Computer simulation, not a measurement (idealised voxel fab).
process module | voxel spacer lines
cross-section cut | 225 nm wide | cells 5 nm
A cross-section is a grid of square cells, given in bands from the top down. A band is one or more rows of cells.
Each band's line starts with the height of the band's top and of its bottom, in nm. Then come its materials from left to right, each with its width in nm. One material with "throughout" fills the band from edge to edge. "air" is empty space.
Height 0 is the level under which the wafer as received is all one material. The lowest band goes on downwards, as in "0 down".
A width such as "30 to 40" changes by the same amount from each row of cells to the next, from the band's top row to its bottom row.
"no change" after a step means that no cell of the cross-section changed.
closed voids: empty space of 8 cells or more with no open way to the top, each as width x height at its distance from the left edge, in nm
after a step's settings: what the simulator itself notes on the step
overlay nm, on a step with a mask: how far to the right of its planned place the mask lay; to the left if negative
plan
1 op RECEIVE | material Si
2 op CONFORMAL_DEP | material SiO2 | thk nm 10
3 op DIRECTIONAL_DEP | material TiN | thk nm 10
4 op DIRECTIONAL_DEP | material polySi | thk nm 20
5 op PATTERN | tone cover | mask id MANDREL | material resist | width nm 20 | pitch nm 70 | thk nm 30 | overlay nm 0
6 op DIRECTIONAL_ETCH | etch materials polySi | depth nm 20
7 op STRIP | etch materials resist
8 op CONFORMAL_DEP | material SiN | thk nm 15
9 op DIRECTIONAL_ETCH | etch materials SiN | depth nm 15
10 op STRIP | etch materials polySi
11 op DIRECTIONAL_ETCH | etch materials TiN | depth nm 10
12 op STRIP | etch materials SiN
first wafer, as planned
as received, after step 1
  0 down: Si throughout
  closed voids: none
after step 2
  10 to 0: SiO2 throughout
  below 0: unchanged
after step 3
  20 to 10: TiN throughout
  below 10: unchanged
after step 4
  40 to 20: polySi throughout
  below 20: unchanged
after step 5
  70 to 40: air 30 | resist 20 | air 50 | resist 20 | air 50 | resist 20 | air 35
  below 40: unchanged
after step 6
  70 to 40: air 30 | resist 20 | air 50 | resist 20 | air 50 | resist 20 | air 35
  40 to 20: air 30 | polySi 20 | air 50 | polySi 20 | air 50 | polySi 20 | air 35
  below 20: unchanged
after step 7
  40 to 20: air 30 | polySi 20 | air 50 | polySi 20 | air 50 | polySi 20 | air 35
  below 20: unchanged
after step 8
  55 to 40: air 15 | SiN 50 | air 20 | SiN 50 | air 20 | SiN 50 | air 20
  40 to 35: air 15 | SiN 15 | polySi 20 | SiN 15 | air 20 | SiN 15 | polySi 20 | SiN 15 | air 20 | SiN 15 | polySi 20 | SiN 15 | air 20
  35 to 20: SiN 30 | polySi 20 | SiN 50 | polySi 20 | SiN 50 | polySi 20 | SiN 35
  below 20: unchanged
after step 9
  40 to 20: air 15 | SiN 15 | polySi 20 | SiN 15 | air 20 | SiN 15 | polySi 20 | SiN 15 | air 20 | SiN 15 | polySi 20 | SiN 15 | air 20
  below 20: unchanged
after step 10
  40 to 20: air 15 | SiN 15 | air 20 | SiN 15 | air 20 | SiN 15 | air 20 | SiN 15 | air 20 | SiN 15 | air 20 | SiN 15 | air 20
  below 20: unchanged
after step 11
  40 to 20: air 15 | SiN 15 | air 20 | SiN 15 | air 20 | SiN 15 | air 20 | SiN 15 | air 20 | SiN 15 | air 20 | SiN 15 | air 20
  20 to 10: air 15 | TiN 15 | air 20 | TiN 15 | air 20 | TiN 15 | air 20 | TiN 15 | air 20 | TiN 15 | air 20 | TiN 15 | air 20
  below 10: unchanged
after step 12
  20 to 10: air 15 | TiN 15 | air 20 | TiN 15 | air 20 | TiN 15 | air 20 | TiN 15 | air 20 | TiN 15 | air 20 | TiN 15 | air 20
  below 10: unchanged
second wafer: like start, like plan, one mistake. Through step 4 it matches the first wafer
when step 5 should have ended
  70 to 40: resist 30 | air 20 | resist 50 | air 20 | resist 50 | air 20 | resist 35
  below 40: unchanged
when step 6 should have ended
  70 to 40: resist 30 | air 20 | resist 50 | air 20 | resist 50 | air 20 | resist 35
  40 to 20: polySi 30 | air 20 | polySi 50 | air 20 | polySi 50 | air 20 | polySi 35
  below 20: unchanged
when step 7 should have ended
  40 to 20: polySi 30 | air 20 | polySi 50 | air 20 | polySi 50 | air 20 | polySi 35
  below 20: unchanged
when step 8 should have ended
  55 to 40: SiN throughout
  40 to 20: polySi 30 | SiN 20 | polySi 50 | SiN 20 | polySi 50 | SiN 20 | polySi 35
  below 20: unchanged
when step 9 should have ended
  40 to 20: polySi 30 | SiN 20 | polySi 50 | SiN 20 | polySi 50 | SiN 20 | polySi 35
  below 20: unchanged
when step 10 should have ended
  40 to 20: air 30 | SiN 20 | air 50 | SiN 20 | air 50 | SiN 20 | air 35
  below 20: unchanged
when step 11 should have ended
  40 to 20: air 30 | SiN 20 | air 50 | SiN 20 | air 50 | SiN 20 | air 35
  20 to 10: air 30 | TiN 20 | air 50 | TiN 20 | air 50 | TiN 20 | air 35
  below 10: unchanged
when step 12 should have ended
  20 to 10: air 30 | TiN 20 | air 50 | TiN 20 | air 50 | TiN 20 | air 35
  below 10: unchanged
what went wrong: step 5 ran as: op PATTERN | tone open | mask id MANDREL | material resist | width nm 20 | pitch nm 70 | thk nm 30 | overlay nm 0
at the end the second wafer has, in cells: 12 fewer of TiN
